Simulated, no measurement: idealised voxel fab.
Process module heading - voxel wiring stack
Cross-sectional view cut (width: 260 nm; square cell size: 5 nm).
This document writes a cross-section as a grid whose cells are square, and gives it as bands, listed from the top down; one or more rows of cells form a band. Heads up on the band format: heights come first, top then bottom, in nm. After that it's the materials left to right, each with its width in nm. A single material flagged "everywhere" fills the whole band edge to edge, and "empty" means there's empty space there. A quick word on heights: they are counted from 0, and under that level the wafer as it came to us is one material throughout. The lowest band is different from the rest in having no bottom; it simply continues downward, written as in "z 0 and below". So if you see something like "30 to 40" for the width, read it as the top row of the band sitting at the first number and the bottom row at the second, with every row in between moving by the same amount as the last. "no alterations made" for a step: no cell of the cross-section changed in that step. "Enclosed void catalog": empty spaces of 8 cells or more with no open way to the top, each given as width x height at distance, distance from the left edge, all in nm. Heads up: the bit after the settings on a step's line is the simulator's remark on that step. Among the settings permitted on a step's line is "overlay nm"; applied to a step with a mask, it specifies the extent to which the mask lay to the right of its planned position, whereas a negative figure signifies a position to the left. From here on the document is pairs. In a pair, the cross-section before one process step comes with the cross-section after it, and the latter goes no deeper than the lowest band that changed. What lies in between, the step and its settings, is written under the pair. A pair may be from a different run of this module on the same starting wafer than the pair above it, so it continues from that pair only where its entry headed "Incoming profile" says so.

## Incoming profile
- z 125 to 110: resist (30) / empty (30) / resist (25) / empty (30) / resist (25) / empty (30) / resist (25) / empty (30) / resist (35)
- z 110 to 95: SiO2 (30) / empty (30) / SiO2 (25) / empty (30) / SiO2 (25) / empty (30) / SiO2 (25) / empty (30) / SiO2 (35)
- z 95 to 85: SiO2 everywhere
- z 85 to 80: SiCN everywhere
- z 80 to 65: SiO2 (30) / TiN (5) / Ru (5) / TiN (5) / SiO2 (40) / TiN (5) / Ru (5) / TiN (5) / SiO2 (40) / TiN (5) / Ru (5) / TiN (5) / SiO2 (40) / TiN (5) / Ru (5) / TiN (5) / SiO2 (50)
- z 65 to 60: SiO2 (30) / TiN (15) / SiO2 (40) / TiN (15) / SiO2 (40) / TiN (15) / SiO2 (40) / TiN (15) / SiO2 (50)
- z 60 to 45: SiO2 everywhere
- z 45 to 40: SiCN everywhere
- z 40 to 15: SiO2 (30) / TiN (5) / Cu (20) / TiN (5) / SiO2 (25) / TiN (5) / Cu (20) / TiN (5) / SiO2 (25) / TiN (5) / Cu (20) / TiN (5) / SiO2 (25) / TiN (5) / Cu (20) / TiN (5) / SiO2 (35)
- z 15 to 10: SiCN (30) / TiN (30) / SiCN (25) / TiN (30) / SiCN (25) / TiN (30) / SiCN (25) / TiN (30) / SiCN (35)
- z 10 to 0: SiO2 everywhere
- z 0 and below: Si everywhere
- Enclosed void catalog: none

## Post-Process View
- z 110 to 95: SiO2 (30) / empty (30) / SiO2 (25) / empty (30) / SiO2 (25) / empty (30) / SiO2 (25) / empty (30) / SiO2 (35)
- below 95: unchanged
- Enclosed void catalog: none
The before and after cross-sections above are linked by STRIP | etch materials resist

Incoming profile: the after view from the pair directly above serves as the before view here.

## Post-Process View
- z 130 to 110: resist (30) / empty (15) / resist (40) / empty (15) / resist (40) / empty (15) / resist (40) / empty (15) / resist (50)
- z 110 to 95: SiO2 (30) / empty (15) / resist (15) / SiO2 (25) / empty (15) / resist (15) / SiO2 (25) / empty (15) / resist (15) / SiO2 (25) / empty (15) / resist (15) / SiO2 (35)
- below 95: unchanged
- Enclosed void catalog: none
The before and after cross-sections above are linked by PATTERN | tone open | mask id METAL_3_HOLES | material resist | width nm 15 | pitch nm 55 | thk nm 20 | overlay nm 0

Incoming profile: the after view from the pair directly above serves as the before view here.

## Post-Process View
- z 130 to 110: resist (30) / empty (15) / resist (40) / empty (15) / resist (40) / empty (15) / resist (40) / empty (15) / resist (50)
- z 110 to 95: SiO2 (30) / empty (15) / resist (15) / SiO2 (25) / empty (15) / resist (15) / SiO2 (25) / empty (15) / resist (15) / SiO2 (25) / empty (15) / resist (15) / SiO2 (35)
- z 95 to 85: SiO2 (30) / empty (15) / SiO2 (40) / empty (15) / SiO2 (40) / empty (15) / SiO2 (40) / empty (15) / SiO2 (50)
- below 85: unchanged
- Enclosed void catalog: none
The before and after cross-sections above are linked by DIRECTIONAL_ETCH | etch materials SiO2 | depth nm 10

Incoming profile: the after view from the pair directly above serves as the before view here.

## Post-Process View
- z 130 to 110: resist (30) / empty (15) / resist (40) / empty (15) / resist (40) / empty (15) / resist (40) / empty (15) / resist (50)
- z 110 to 95: SiO2 (30) / empty (15) / resist (15) / SiO2 (25) / empty (15) / resist (15) / SiO2 (25) / empty (15) / resist (15) / SiO2 (25) / empty (15) / resist (15) / SiO2 (35)
- z 95 to 85: SiO2 (30) / empty (15) / SiO2 (40) / empty (15) / SiO2 (40) / empty (15) / SiO2 (40) / empty (15) / SiO2 (50)
- z 85 to 80: SiCN (30) / empty (15) / SiCN (40) / empty (15) / SiCN (40) / empty (15) / SiCN (40) / empty (15) / SiCN (50)
- below 80: unchanged
- Enclosed void catalog: none
The before and after cross-sections above are linked by DIRECTIONAL_ETCH | etch materials SiCN | depth nm 5

Incoming profile: the after view from the pair directly above serves as the before view here.

## Post-Process View
- z 110 to 95: SiO2 (30) / empty (30) / SiO2 (25) / empty (30) / SiO2 (25) / empty (30) / SiO2 (25) / empty (30) / SiO2 (35)
- below 95: unchanged
- Enclosed void catalog: none
The before and after cross-sections above are linked by STRIP | etch materials resist

Incoming profile: the after view from the pair directly above serves as the before view here.

## Post-Process View
- z 115 to 110: TiN (35) / empty (20) / TiN (35) / empty (20) / TiN (35) / empty (20) / TiN (35) / empty (20) / TiN (40)
- z 110 to 100: SiO2 (30) / TiN (5) / empty (20) / TiN (5) / SiO2 (25) / TiN (5) / empty (20) / TiN (5) / SiO2 (25) / TiN (5) / empty (20) / TiN (5) / SiO2 (25) / TiN (5) / empty (20) / TiN (5) / SiO2 (35)
- z 100 to 95: SiO2 (30) / TiN (5) / empty (5) / TiN (20) / SiO2 (25) / TiN (5) / empty (5) / TiN (20) / SiO2 (25) / TiN (5) / empty (5) / TiN (20) / SiO2 (25) / TiN (5) / empty (5) / TiN (20) / SiO2 (35)
- z 95 to 85: SiO2 (30) / TiN (5) / empty (5) / TiN (5) / SiO2 (40) / TiN (5) / empty (5) / TiN (5) / SiO2 (40) / TiN (5) / empty (5) / TiN (5) / SiO2 (40) / TiN (5) / empty (5) / TiN (5) / SiO2 (50)
- z 85 to 80: SiCN (30) / TiN (15) / SiCN (40) / TiN (15) / SiCN (40) / TiN (15) / SiCN (40) / TiN (15) / SiCN (50)
- below 80: unchanged
- Enclosed void catalog: none
The before and after cross-sections above are linked by CONFORMAL_DEP | material TiN | thk nm 5

Incoming profile: the after view from the pair directly above serves as the before view here.

## Post-Process View
- z 120 to 115: Ru everywhere
- z 115 to 110: TiN (35) / Ru (20) / TiN (35) / Ru (20) / TiN (35) / Ru (20) / TiN (35) / Ru (20) / TiN (40)
- z 110 to 100: SiO2 (30) / TiN (5) / Ru (20) / TiN (5) / SiO2 (25) / TiN (5) / Ru (20) / TiN (5) / SiO2 (25) / TiN (5) / Ru (20) / TiN (5) / SiO2 (25) / TiN (5) / Ru (20) / TiN (5) / SiO2 (35)
- z 100 to 95: SiO2 (30) / TiN (5) / Ru (5) / TiN (20) / SiO2 (25) / TiN (5) / Ru (5) / TiN (20) / SiO2 (25) / TiN (5) / Ru (5) / TiN (20) / SiO2 (25) / TiN (5) / Ru (5) / TiN (20) / SiO2 (35)
- z 95 to 85: SiO2 (30) / TiN (5) / Ru (5) / TiN (5) / SiO2 (40) / TiN (5) / Ru (5) / TiN (5) / SiO2 (40) / TiN (5) / Ru (5) / TiN (5) / SiO2 (40) / TiN (5) / Ru (5) / TiN (5) / SiO2 (50)
- below 85: unchanged
- Enclosed void catalog: none
The before and after cross-sections above are linked by FILL_DEP | material Ru | thk nm 5

Incoming profile: the after view from the pair directly above serves as the before view here.

## Post-Process View
- z 110 to 100: SiO2 (30) / TiN (5) / Ru (20) / TiN (5) / SiO2 (25) / TiN (5) / Ru (20) / TiN (5) / SiO2 (25) / TiN (5) / Ru (20) / TiN (5) / SiO2 (25) / TiN (5) / Ru (20) / TiN (5) / SiO2 (35)
- below 100: unchanged
- Enclosed void catalog: none
The before and after cross-sections above are linked by CMP | height nm 110

Incoming profile: the after view from the pair directly above serves as the before view here.

## Post-Process View
- z 115 to 110: SiCN everywhere
- below 110: unchanged
- Enclosed void catalog: none
The before and after cross-sections above are linked by CONFORMAL_DEP | material SiCN | thk nm 5

## Incoming profile
- z 40 to 15: SiO2 (30) / TiN (5) / Cu (20) / TiN (5) / SiO2 (25) / TiN (5) / Cu (20) / TiN (5) / SiO2 (25) / TiN (5) / Cu (20) / TiN (5) / SiO2 (25) / TiN (5) / Cu (20) / TiN (5) / SiO2 (35)
- z 15 to 10: SiCN (30) / TiN (30) / SiCN (25) / TiN (30) / SiCN (25) / TiN (30) / SiCN (25) / TiN (30) / SiCN (35)
- z 10 to 0: SiO2 everywhere
- z 0 and below: Si everywhere
- Enclosed void catalog: none

## Post-Process View
- z 75 to 40: SiO2 everywhere
- below 40: unchanged
- Enclosed void catalog: none
The before and after cross-sections above are linked by DIRECTIONAL_DEP | material SiO2 | thk nm 35

Incoming profile: the after view from the pair directly above serves as the before view here.

## Post-Process View
- z 80 to 75: SiCN everywhere
- below 75: unchanged
- Enclosed void catalog: none
The before and after cross-sections above are linked by CONFORMAL_DEP | material SiCN | thk nm 5

Incoming profile: the after view from the pair directly above serves as the before view here.

## Post-Process View
- z 95 to 80: resist (30) / empty (15) / resist (40) / empty (15) / resist (40) / empty (15) / resist (40) / empty (15) / resist (50)
- below 80: unchanged
- Enclosed void catalog: none
The before and after cross-sections above are linked by PATTERN | tone open | mask id METAL_2_HOLES | material resist | width nm 15 | pitch nm 55 | thk nm 15 | overlay nm 0

Incoming profile: the after view from the pair directly above serves as the before view here.

## Post-Process View
- z 80 to 75: SiCN everywhere
- below 75: unchanged
- Enclosed void catalog: none
The before and after cross-sections above are linked by STRIP | etch materials resist

Incoming profile: the after view from the pair directly above serves as the before view here.

## Post-Process View
- z 100 to 80: resist (30) / empty (30) / resist (25) / empty (30) / resist (25) / empty (30) / resist (25) / empty (30) / resist (35)
- below 80: unchanged
- Enclosed void catalog: none
The before and after cross-sections above are linked by PATTERN | tone open | mask id METAL_2 | material resist | width nm 30 | pitch nm 55 | thk nm 20 | overlay nm 0

Incoming profile: the after view from the pair directly above serves as the before view here.

## Post-Process View
- z 100 to 80: resist (30) / empty (30) / resist (25) / empty (30) / resist (25) / empty (30) / resist (25) / empty (30) / resist (35)
- z 80 to 75: SiCN (30) / empty (30) / SiCN (25) / empty (30) / SiCN (25) / empty (30) / SiCN (25) / empty (30) / SiCN (35)
- below 75: unchanged
- Enclosed void catalog: none
The before and after cross-sections above are linked by DIRECTIONAL_ETCH | etch materials SiCN | depth nm 5

Incoming profile: the after view from the pair directly above serves as the before view here.

## Post-Process View
- z 80 to 75: SiCN (30) / empty (30) / SiCN (25) / empty (30) / SiCN (25) / empty (30) / SiCN (25) / empty (30) / SiCN (35)
- below 75: unchanged
- Enclosed void catalog: none
The before and after cross-sections above are linked by STRIP | etch materials resist

Incoming profile: the after view from the pair directly above serves as the before view here.

## Post-Process View
- z 85 to 80: TiN (35) / empty (20) / TiN (35) / empty (20) / TiN (35) / empty (20) / TiN (35) / empty (20) / TiN (40)
- z 80 to 75: SiCN (30) / TiN (30) / SiCN (25) / TiN (30) / SiCN (25) / TiN (30) / SiCN (25) / TiN (30) / SiCN (35)
- below 75: unchanged
- Enclosed void catalog: none
The before and after cross-sections above are linked by CONFORMAL_DEP | material TiN | thk nm 5

Incoming profile: the after view from the pair directly above serves as the before view here.

## Post-Process View
- z 90 to 85: Ru everywhere
- z 85 to 80: TiN (35) / Ru (20) / TiN (35) / Ru (20) / TiN (35) / Ru (20) / TiN (35) / Ru (20) / TiN (40)
- below 80: unchanged
- Enclosed void catalog: none
The before and after cross-sections above are linked by FILL_DEP | material Ru | thk nm 5

Incoming profile: the after view from the pair directly above serves as the before view here.

## Post-Process View
- z 80 to 75: SiCN (30) / TiN (30) / SiCN (25) / TiN (30) / SiCN (25) / TiN (30) / SiCN (25) / TiN (30) / SiCN (35)
- below 75: unchanged
- Enclosed void catalog: none
The before and after cross-sections above are linked by CMP | height nm 80

Incoming profile: the after view from the pair directly above serves as the before view here.

## Post-Process View
- z 85 to 80: SiCN everywhere
- below 80: unchanged
- Enclosed void catalog: none
The before and after cross-sections above are linked by CONFORMAL_DEP | material SiCN | thk nm 5

Incoming profile: the after view from the pair directly above serves as the before view here.

## Post-Process View
- z 110 to 85: SiO2 everywhere
- below 85: unchanged
- Enclosed void catalog: none
The before and after cross-sections above are linked by DIRECTIONAL_DEP | material SiO2 | thk nm 25

Incoming profile: the after view from the pair directly above serves as the before view here.

## Post-Process View
- z 125 to 110: resist (30) / empty (30) / resist (25) / empty (30) / resist (25) / empty (30) / resist (25) / empty (30) / resist (35)
- below 110: unchanged
- Enclosed void catalog: none
The before and after cross-sections above are linked by PATTERN | tone open | mask id METAL_3 | material resist | width nm 30 | pitch nm 55 | thk nm 15 | overlay nm 0

Incoming profile: the after view from the pair directly above serves as the before view here.

## Post-Process View
- z 125 to 110: resist (30) / empty (30) / resist (25) / empty (30) / resist (25) / empty (30) / resist (25) / empty (30) / resist (35)
- z 110 to 95: SiO2 (30) / empty (30) / SiO2 (25) / empty (30) / SiO2 (25) / empty (30) / SiO2 (25) / empty (30) / SiO2 (35)
- below 95: unchanged
- Enclosed void catalog: none
The before and after cross-sections above are linked by DIRECTIONAL_ETCH | etch materials SiO2 | depth nm 15

Incoming profile: the after view from the pair directly above serves as the before view here.

## Post-Process View
- z 110 to 95: SiO2 (30) / empty (30) / SiO2 (25) / empty (30) / SiO2 (25) / empty (30) / SiO2 (25) / empty (30) / SiO2 (35)
- below 95: unchanged
- Enclosed void catalog: none
The before and after cross-sections above are linked by STRIP | etch materials resist

Incoming profile: the after view from the pair directly above serves as the before view here.

## Post-Process View
- z 130 to 110: resist (30) / empty (15) / resist (40) / empty (15) / resist (40) / empty (15) / resist (40) / empty (15) / resist (50)
- z 110 to 95: SiO2 (30) / empty (15) / resist (15) / SiO2 (25) / empty (15) / resist (15) / SiO2 (25) / empty (15) / resist (15) / SiO2 (25) / empty (15) / resist (15) / SiO2 (35)
- below 95: unchanged
- Enclosed void catalog: none
The before and after cross-sections above are linked by PATTERN | tone open | mask id METAL_3_HOLES | material resist | width nm 15 | pitch nm 55 | thk nm 20 | overlay nm 0

Incoming profile: the after view from the pair directly above serves as the before view here.

## Post-Process View
- z 130 to 110: resist (30) / empty (15) / resist (40) / empty (15) / resist (40) / empty (15) / resist (40) / empty (15) / resist (50)
- z 110 to 95: SiO2 (30) / empty (15) / resist (15) / SiO2 (25) / empty (15) / resist (15) / SiO2 (25) / empty (15) / resist (15) / SiO2 (25) / empty (15) / resist (15) / SiO2 (35)
- z 95 to 85: SiO2 (30) / empty (15) / SiO2 (40) / empty (15) / SiO2 (40) / empty (15) / SiO2 (40) / empty (15) / SiO2 (50)
- below 85: unchanged
- Enclosed void catalog: none
The before and after cross-sections above are linked by DIRECTIONAL_ETCH | etch materials SiO2 | depth nm 10

Incoming profile: the after view from the pair directly above serves as the before view here.

## Post-Process View
- z 130 to 110: resist (30) / empty (15) / resist (40) / empty (15) / resist (40) / empty (15) / resist (40) / empty (15) / resist (50)
- z 110 to 95: SiO2 (30) / empty (15) / resist (15) / SiO2 (25) / empty (15) / resist (15) / SiO2 (25) / empty (15) / resist (15) / SiO2 (25) / empty (15) / resist (15) / SiO2 (35)
- z 95 to 85: SiO2 (30) / empty (15) / SiO2 (40) / empty (15) / SiO2 (40) / empty (15) / SiO2 (40) / empty (15) / SiO2 (50)
- z 85 to 80: SiCN (30) / empty (15) / SiCN (40) / empty (15) / SiCN (40) / empty (15) / SiCN (40) / empty (15) / SiCN (50)
- below 80: unchanged
- Enclosed void catalog: none
The before and after cross-sections above are linked by DIRECTIONAL_ETCH | etch materials SiCN | depth nm 5

Incoming profile: the after view from the pair directly above serves as the before view here.

## Post-Process View
- z 110 to 95: SiO2 (30) / empty (30) / SiO2 (25) / empty (30) / SiO2 (25) / empty (30) / SiO2 (25) / empty (30) / SiO2 (35)
- below 95: unchanged
- Enclosed void catalog: none
The before and after cross-sections above are linked by STRIP | etch materials resist

Incoming profile: the after view from the pair directly above serves as the before view here.

## Post-Process View
- z 115 to 110: TiN (35) / empty (20) / TiN (35) / empty (20) / TiN (35) / empty (20) / TiN (35) / empty (20) / TiN (40)
- z 110 to 100: SiO2 (30) / TiN (5) / empty (20) / TiN (5) / SiO2 (25) / TiN (5) / empty (20) / TiN (5) / SiO2 (25) / TiN (5) / empty (20) / TiN (5) / SiO2 (25) / TiN (5) / empty (20) / TiN (5) / SiO2 (35)
- z 100 to 95: SiO2 (30) / TiN (5) / empty (5) / TiN (20) / SiO2 (25) / TiN (5) / empty (5) / TiN (20) / SiO2 (25) / TiN (5) / empty (5) / TiN (20) / SiO2 (25) / TiN (5) / empty (5) / TiN (20) / SiO2 (35)
- z 95 to 85: SiO2 (30) / TiN (5) / empty (5) / TiN (5) / SiO2 (40) / TiN (5) / empty (5) / TiN (5) / SiO2 (40) / TiN (5) / empty (5) / TiN (5) / SiO2 (40) / TiN (5) / empty (5) / TiN (5) / SiO2 (50)
- z 85 to 75: SiCN (30) / TiN (15 to 30) / SiCN (40 to 25) / TiN (15 to 30) / SiCN (40 to 25) / TiN (15 to 30) / SiCN (40 to 25) / TiN (15 to 30) / SiCN (50 to 35)
- below 75: unchanged
- Enclosed void catalog: none
The before and after cross-sections above are linked by CONFORMAL_DEP | material TiN | thk nm 5

Incoming profile: the after view from the pair directly above serves as the before view here.

## Post-Process View
- z 120 to 115: Ru everywhere
- z 115 to 110: TiN (35) / Ru (20) / TiN (35) / Ru (20) / TiN (35) / Ru (20) / TiN (35) / Ru (20) / TiN (40)
- z 110 to 100: SiO2 (30) / TiN (5) / Ru (20) / TiN (5) / SiO2 (25) / TiN (5) / Ru (20) / TiN (5) / SiO2 (25) / TiN (5) / Ru (20) / TiN (5) / SiO2 (25) / TiN (5) / Ru (20) / TiN (5) / SiO2 (35)
- z 100 to 95: SiO2 (30) / TiN (5) / Ru (5) / TiN (20) / SiO2 (25) / TiN (5) / Ru (5) / TiN (20) / SiO2 (25) / TiN (5) / Ru (5) / TiN (20) / SiO2 (25) / TiN (5) / Ru (5) / TiN (20) / SiO2 (35)
- z 95 to 85: SiO2 (30) / TiN (5) / Ru (5) / TiN (5) / SiO2 (40) / TiN (5) / Ru (5) / TiN (5) / SiO2 (40) / TiN (5) / Ru (5) / TiN (5) / SiO2 (40) / TiN (5) / Ru (5) / TiN (5) / SiO2 (50)
- below 85: unchanged
- Enclosed void catalog: none
The before and after cross-sections above are linked by FILL_DEP | material Ru | thk nm 5

Incoming profile: the after view from the pair directly above serves as the before view here.

## Post-Process View
- z 110 to 100: SiO2 (30) / TiN (5) / Ru (20) / TiN (5) / SiO2 (25) / TiN (5) / Ru (20) / TiN (5) / SiO2 (25) / TiN (5) / Ru (20) / TiN (5) / SiO2 (25) / TiN (5) / Ru (20) / TiN (5) / SiO2 (35)
- below 100: unchanged
- Enclosed void catalog: none
The before and after cross-sections above are linked by CMP | height nm 110

Incoming profile: the after view from the pair directly above serves as the before view here.

## Post-Process View
- z 115 to 110: SiCN everywhere
- below 110: unchanged
- Enclosed void catalog: none
The before and after cross-sections above are linked by CONFORMAL_DEP | material SiCN | thk nm 5

## Incoming profile
- z 15 to 10: SiCN everywhere
- z 10 to 0: SiO2 everywhere
- z 0 and below: Si everywhere
- Enclosed void catalog: none

## Post-Process View
- z 30 to 15: SiO2 everywhere
- below 15: unchanged
- Enclosed void catalog: none
The before and after cross-sections above are linked by DIRECTIONAL_DEP | material SiO2 | thk nm 15

Incoming profile: the after view from the pair directly above serves as the before view here.

## Post-Process View
- z 30 to 15: SiO2 (30) / empty (30) / SiO2 (25) / empty (30) / SiO2 (25) / empty (30) / SiO2 (25) / empty (30) / SiO2 (35)
- below 15: unchanged
- Enclosed void catalog: none
The before and after cross-sections above are linked by MASKED_ETCH | tone open | mask id METAL_1 | width nm 30 | pitch nm 55 | etch materials SiO2 | depth nm 25 | overlay nm 0

Incoming profile: the after view from the pair directly above serves as the before view here.

## Post-Process View
- z 30 to 15: SiO2 (30) / empty (30) / SiO2 (25) / empty (30) / SiO2 (25) / empty (30) / SiO2 (25) / empty (30) / SiO2 (35)
- z 15 to 10: SiCN (30) / empty (30) / SiCN (25) / empty (30) / SiCN (25) / empty (30) / SiCN (25) / empty (30) / SiCN (35)
- below 10: unchanged
- Enclosed void catalog: none
The before and after cross-sections above are linked by MASKED_ETCH | tone open | mask id METAL_1 | width nm 30 | pitch nm 55 | etch materials SiCN | depth nm 5 | overlay nm 0

Incoming profile: the after view from the pair directly above serves as the before view here.

## Post-Process View
- z 35 to 30: TiN (35) / empty (20) / TiN (35) / empty (20) / TiN (35) / empty (20) / TiN (35) / empty (20) / TiN (40)
- z 30 to 15: SiO2 (30) / TiN (5) / empty (20) / TiN (5) / SiO2 (25) / TiN (5) / empty (20) / TiN (5) / SiO2 (25) / TiN (5) / empty (20) / TiN (5) / SiO2 (25) / TiN (5) / empty (20) / TiN (5) / SiO2 (35)
- z 15 to 10: SiCN (30) / TiN (30) / SiCN (25) / TiN (30) / SiCN (25) / TiN (30) / SiCN (25) / TiN (30) / SiCN (35)
- below 10: unchanged
- Enclosed void catalog: none
The before and after cross-sections above are linked by CONFORMAL_DEP | material TiN | thk nm 5

Incoming profile: the after view from the pair directly above serves as the before view here.

## Post-Process View
- z 40 to 35: Cu everywhere
- z 35 to 30: TiN (35) / Cu (20) / TiN (35) / Cu (20) / TiN (35) / Cu (20) / TiN (35) / Cu (20) / TiN (40)
- z 30 to 15: SiO2 (30) / TiN (5) / Cu (20) / TiN (5) / SiO2 (25) / TiN (5) / Cu (20) / TiN (5) / SiO2 (25) / TiN (5) / Cu (20) / TiN (5) / SiO2 (25) / TiN (5) / Cu (20) / TiN (5) / SiO2 (35)
- below 15: unchanged
- Enclosed void catalog: none
The before and after cross-sections above are linked by FILL_DEP | material Cu | thk nm 5

Incoming profile: the after view from the pair directly above serves as the before view here.

## Post-Process View
- z 45 to 40: SiCN everywhere
- below 40: unchanged
- Enclosed void catalog: none
The before and after cross-sections above are linked by CONFORMAL_DEP | material SiCN | thk nm 5

Incoming profile: the after view from the pair directly above serves as the before view here.

## Post-Process View
- z 80 to 45: SiO2 everywhere
- below 45: unchanged
- Enclosed void catalog: none
The before and after cross-sections above are linked by DIRECTIONAL_DEP | material SiO2 | thk nm 35

Incoming profile: the after view from the pair directly above serves as the before view here.

## Post-Process View
- z 95 to 80: resist (30) / empty (15) / resist (40) / empty (15) / resist (40) / empty (15) / resist (40) / empty (15) / resist (50)
- below 80: unchanged
- Enclosed void catalog: none
The before and after cross-sections above are linked by PATTERN | tone open | mask id METAL_2_HOLES | material resist | width nm 15 | pitch nm 55 | thk nm 15 | overlay nm 0

Incoming profile: the after view from the pair directly above serves as the before view here.

## Post-Process View
- z 95 to 80: resist (30) / empty (15) / resist (40) / empty (15) / resist (40) / empty (15) / resist (40) / empty (15) / resist (50)
- z 80 to 45: SiO2 (30) / empty (15) / SiO2 (40) / empty (15) / SiO2 (40) / empty (15) / SiO2 (40) / empty (15) / SiO2 (50)
- below 45: unchanged
- Enclosed void catalog: none
The before and after cross-sections above are linked by DIRECTIONAL_ETCH | etch materials SiO2 | depth nm 35

Incoming profile: the after view from the pair directly above serves as the before view here.

## Post-Process View
- z 80 to 45: SiO2 (30) / empty (15) / SiO2 (40) / empty (15) / SiO2 (40) / empty (15) / SiO2 (40) / empty (15) / SiO2 (50)
- below 45: unchanged
- Enclosed void catalog: none
The before and after cross-sections above are linked by STRIP | etch materials resist

Incoming profile: the after view from the pair directly above serves as the before view here.

## Post-Process View
- z 100 to 80: resist (30) / empty (30) / resist (25) / empty (30) / resist (25) / empty (30) / resist (25) / empty (30) / resist (35)
- below 80: unchanged
- Enclosed void catalog: none
The before and after cross-sections above are linked by PATTERN | tone open | mask id METAL_2 | material resist | width nm 30 | pitch nm 55 | thk nm 20 | overlay nm 0

Incoming profile: the after view from the pair directly above serves as the before view here.

## Post-Process View
- z 100 to 80: resist (30) / empty (30) / resist (25) / empty (30) / resist (25) / empty (30) / resist (25) / empty (30) / resist (35)
- z 80 to 60: SiO2 (30) / empty (30) / SiO2 (25) / empty (30) / SiO2 (25) / empty (30) / SiO2 (25) / empty (30) / SiO2 (35)
- below 60: unchanged
- Enclosed void catalog: none
The before and after cross-sections above are linked by DIRECTIONAL_ETCH | etch materials SiO2 | depth nm 20

Incoming profile: the after view from the pair directly above serves as the before view here.

## Post-Process View
- z 100 to 80: resist (30) / empty (30) / resist (25) / empty (30) / resist (25) / empty (30) / resist (25) / empty (30) / resist (35)
- z 80 to 60: SiO2 (30) / empty (30) / SiO2 (25) / empty (30) / SiO2 (25) / empty (30) / SiO2 (25) / empty (30) / SiO2 (35)
- z 60 to 45: SiO2 (30) / empty (15) / SiO2 (40) / empty (15) / SiO2 (40) / empty (15) / SiO2 (40) / empty (15) / SiO2 (50)
- z 45 to 40: SiCN (30) / empty (15) / SiCN (40) / empty (15) / SiCN (40) / empty (15) / SiCN (40) / empty (15) / SiCN (50)
- below 40: unchanged
- Enclosed void catalog: none
The before and after cross-sections above are linked by DIRECTIONAL_ETCH | etch materials SiCN | depth nm 5

Incoming profile: the after view from the pair directly above serves as the before view here.

## Post-Process View
- z 80 to 60: SiO2 (30) / empty (30) / SiO2 (25) / empty (30) / SiO2 (25) / empty (30) / SiO2 (25) / empty (30) / SiO2 (35)
- below 60: unchanged
- Enclosed void catalog: none
The before and after cross-sections above are linked by STRIP | etch materials resist

Incoming profile: the after view from the pair directly above serves as the before view here.

## Post-Process View
- z 85 to 80: TiN (35) / empty (20) / TiN (35) / empty (20) / TiN (35) / empty (20) / TiN (35) / empty (20) / TiN (40)
- z 80 to 65: SiO2 (30) / TiN (5) / empty (20) / TiN (5) / SiO2 (25) / TiN (5) / empty (20) / TiN (5) / SiO2 (25) / TiN (5) / empty (20) / TiN (5) / SiO2 (25) / TiN (5) / empty (20) / TiN (5) / SiO2 (35)
- z 65 to 60: SiO2 (30) / TiN (5) / empty (5) / TiN (20) / SiO2 (25) / TiN (5) / empty (5) / TiN (20) / SiO2 (25) / TiN (5) / empty (5) / TiN (20) / SiO2 (25) / TiN (5) / empty (5) / TiN (20) / SiO2 (35)
- z 60 to 45: SiO2 (30) / TiN (5) / empty (5) / TiN (5) / SiO2 (40) / TiN (5) / empty (5) / TiN (5) / SiO2 (40) / TiN (5) / empty (5) / TiN (5) / SiO2 (40) / TiN (5) / empty (5) / TiN (5) / SiO2 (50)
- z 45 to 40: SiCN (30) / TiN (15) / SiCN (40) / TiN (15) / SiCN (40) / TiN (15) / SiCN (40) / TiN (15) / SiCN (50)
- below 40: unchanged
- Enclosed void catalog: none
The before and after cross-sections above are linked by CONFORMAL_DEP | material TiN | thk nm 5

Incoming profile: the after view from the pair directly above serves as the before view here.

## Post-Process View
- z 90 to 85: Ru everywhere
- z 85 to 80: TiN (35) / Ru (20) / TiN (35) / Ru (20) / TiN (35) / Ru (20) / TiN (35) / Ru (20) / TiN (40)
- z 80 to 65: SiO2 (30) / TiN (5) / Ru (20) / TiN (5) / SiO2 (25) / TiN (5) / Ru (20) / TiN (5) / SiO2 (25) / TiN (5) / Ru (20) / TiN (5) / SiO2 (25) / TiN (5) / Ru (20) / TiN (5) / SiO2 (35)
- z 65 to 60: SiO2 (30) / TiN (5) / Ru (5) / TiN (20) / SiO2 (25) / TiN (5) / Ru (5) / TiN (20) / SiO2 (25) / TiN (5) / Ru (5) / TiN (20) / SiO2 (25) / TiN (5) / Ru (5) / TiN (20) / SiO2 (35)
- z 60 to 45: SiO2 (30) / TiN (5) / Ru (5) / TiN (5) / SiO2 (40) / TiN (5) / Ru (5) / TiN (5) / SiO2 (40) / TiN (5) / Ru (5) / TiN (5) / SiO2 (40) / TiN (5) / Ru (5) / TiN (5) / SiO2 (50)
- below 45: unchanged
- Enclosed void catalog: none
The before and after cross-sections above are linked by FILL_DEP | material Ru | thk nm 5

Incoming profile: the after view from the pair directly above serves as the before view here.

## Post-Process View
- z 80 to 65: SiO2 (30) / TiN (5) / Ru (20) / TiN (5) / SiO2 (25) / TiN (5) / Ru (20) / TiN (5) / SiO2 (25) / TiN (5) / Ru (20) / TiN (5) / SiO2 (25) / TiN (5) / Ru (20) / TiN (5) / SiO2 (35)
- below 65: unchanged
- Enclosed void catalog: none
The before and after cross-sections above are linked by CMP | height nm 80

Incoming profile: the after view from the pair directly above serves as the before view here.

## Post-Process View
- z 85 to 80: SiCN everywhere
- below 80: unchanged
- Enclosed void catalog: none
The before and after cross-sections above are linked by CONFORMAL_DEP | material SiCN | thk nm 5

Incoming profile: the after view from the pair directly above serves as the before view here.

## Post-Process View
- z 110 to 85: SiO2 everywhere
- below 85: unchanged
- Enclosed void catalog: none
The before and after cross-sections above are linked by DIRECTIONAL_DEP | material SiO2 | thk nm 25

Incoming profile: the after view from the pair directly above serves as the before view here.

## Post-Process View
- z 125 to 110: resist (30) / empty (30) / resist (25) / empty (30) / resist (25) / empty (30) / resist (25) / empty (30) / resist (35)
- below 110: unchanged
- Enclosed void catalog: none
The before and after cross-sections above are linked by PATTERN | tone open | mask id METAL_3 | material resist | width nm 30 | pitch nm 55 | thk nm 15 | overlay nm 0

Incoming profile: the after view from the pair directly above serves as the before view here.

## Post-Process View
- z 125 to 110: resist (30) / empty (30) / resist (25) / empty (30) / resist (25) / empty (30) / resist (25) / empty (30) / resist (35)
- z 110 to 95: SiO2 (30) / empty (30) / SiO2 (25) / empty (30) / SiO2 (25) / empty (30) / SiO2 (25) / empty (30) / SiO2 (35)
- below 95: unchanged
- Enclosed void catalog: none
The before and after cross-sections above are linked by DIRECTIONAL_ETCH | etch materials SiO2 | depth nm 15
